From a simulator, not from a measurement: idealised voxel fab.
voxel gate over fins: a process module
cross-section cut | 225 nm wide | cells 5 nm
A cross-section in this document is a grid of square cells, and it is written down as bands, the top band listed before the ones below it; a band is made up of one or more rows of cells. Read a band's entry like this: the first values are the height of its top and the height of its bottom in nm, and what follows is the sequence of materials from left to right, each with its width in nm. Note that "air" is empty space, and that a single material marked "full width" reaches across the band from edge to edge. Height datum 0, below which the as-received substrate wafer is one material. Lowest band open at the bottom, running downward: "0 and below". The expression "30 to 40" gives the width at the extremes of the band, the first number at its top row of cells and the second at its bottom row, with the width changing by equal amounts from each row to the next in between. Any step labelled "no modifications" changed none of the cells in the cross-section. This entry, "Enclosed cavities", enumerates those empty regions of no fewer than 8 cells that possess no open connection to the top. Each region is reported in the form width x height at distance, the distance being taken from the left edge, with all three quantities expressed in nm. after a step's settings: what the simulator itself notes on the step. "overlay nm", when on a step's line for a step with a mask, measures how far to the right of its planned place the mask lay; a negative measure means to the left.
Set out below are the planned steps of the process
step 1: RECEIVE with material Si
step 2: CONFORMAL_DEP with material SiN, thk nm 10
step 3: DIRECTIONAL_DEP with material aC, thk nm 15
step 4: PATTERN with tone cover, mask id FINS, material resist, width nm 15, pitch nm 55, thk nm 35, overlay nm 0
step 5: DIRECTIONAL_ETCH with etch materials aC, depth nm 15
step 6: STRIP with etch materials resist
step 7: DIRECTIONAL_ETCH with etch materials SiN, depth nm 10
step 8: DIRECTIONAL_ETCH with etch materials Si, depth nm 40
step 9: STRIP with etch materials aC
step 10: OXIDIZE with depth nm 5
step 11: FILL_DEP with material SiO2, thk nm 5
step 12: CMP with height nm 10
step 13: DIRECTIONAL_DEP with material aC, thk nm 10
step 14: PATTERN with tone open, mask id RAIL, material resist, width nm 15, thk nm 30, overlay nm 0
step 15: DIRECTIONAL_ETCH with etch materials aC, depth nm 10
step 16: STRIP with etch materials resist
step 17: DIRECTIONAL_ETCH with etch materials SiO2, depth nm 45
step 18: STRIP with etch materials aC
step 19: CONFORMAL_DEP with material TiN, thk nm 5
step 20: FILL_DEP with material Ru, thk nm 10
step 21: CMP with height nm 10
step 22: SELECTIVE_ETCH with etch materials W Ru TiN, depth nm 30
step 23: FILL_DEP with material SiO2, thk nm 5
step 24: CMP with height nm 10
step 25: SELECTIVE_ETCH with etch materials SiO2, depth nm 25
step 26: STRIP with etch materials SiN
step 27: CONFORMAL_DEP with material HfO2, thk nm 5
step 28: CONFORMAL_DEP with material TiN, thk nm 5
step 29: CONFORMAL_DEP with material TiAl, thk nm 5
step 30: CONFORMAL_DEP with material TiN, thk nm 5
step 31: FILL_DEP with material W, thk nm 10
step 32: CMP with height nm 25
step 33: CONFORMAL_DEP with material SiCN, thk nm 10
Shown in cross-section is the wafer as received, that is, as it stands after step 1
> 0 and below: Si full width
> Enclosed cavities: none
Here's the wafer cut in cross-section after the module, started and planned just like above, except one thing was done wrong in the run
> 35 down to 25: SiCN full width
> 25 down to 15: W full width
> 15 down to 10: 65 of W / 35 of TiN / 20 of W / 35 of TiN / 70 of W
> 10 down to 5: 65 of W / 5 of TiN / 25 of TiAl / 5 of TiN / 20 of W / 5 of TiN / 25 of TiAl / 5 of TiN / 70 of W
> 5 down to 0: 65 of W / 5 of TiN / 5 of TiAl / 15 of HfO2 / 5 of TiAl / 5 of TiN / 20 of W / 5 of TiN / 5 of TiAl / 15 of HfO2 / 5 of TiAl / 5 of TiN / 70 of W
> 0 down to -5: 70 of TiN / 5 of TiAl / 5 of HfO2 / 5 of Si / 5 of HfO2 / 5 of TiAl / 30 of TiN / 5 of TiAl / 5 of HfO2 / 5 of Si / 5 of HfO2 / 5 of TiAl / 75 of TiN
> -5 down to -10: 75 of TiAl / 5 of HfO2 / 5 of Si / 5 of HfO2 / 40 of TiAl / 5 of HfO2 / 5 of Si / 5 of HfO2 / 80 of TiAl
> -10 down to -15: 80 of HfO2 / 5 of Si / 50 of HfO2 / 5 of Si / 85 of HfO2
> -15 down to -20: 80 of SiO2 / 5 of Si / 50 of SiO2 / 5 of Si / 85 of SiO2
> -20 down to -30: 80 of SiO2 / 5 of Si / 15 of SiO2 / 5 of TiN / 5 of Ru / 5 of TiN / 20 of SiO2 / 5 of Si / 85 of SiO2
> -30 down to -35: 80 of SiO2 / 5 of Si / 15 of SiO2 / 15 of TiN / 20 of SiO2 / 5 of Si / 85 of SiO2
> -35 down to -45: 80 of SiO2 / 5 of Si / 50 of SiO2 / 5 of Si / 85 of SiO2
> -45 and below: Si full width
> Enclosed cavities: none
What went wrong in running the wafer? plan step 28 was not performed, having been skipped
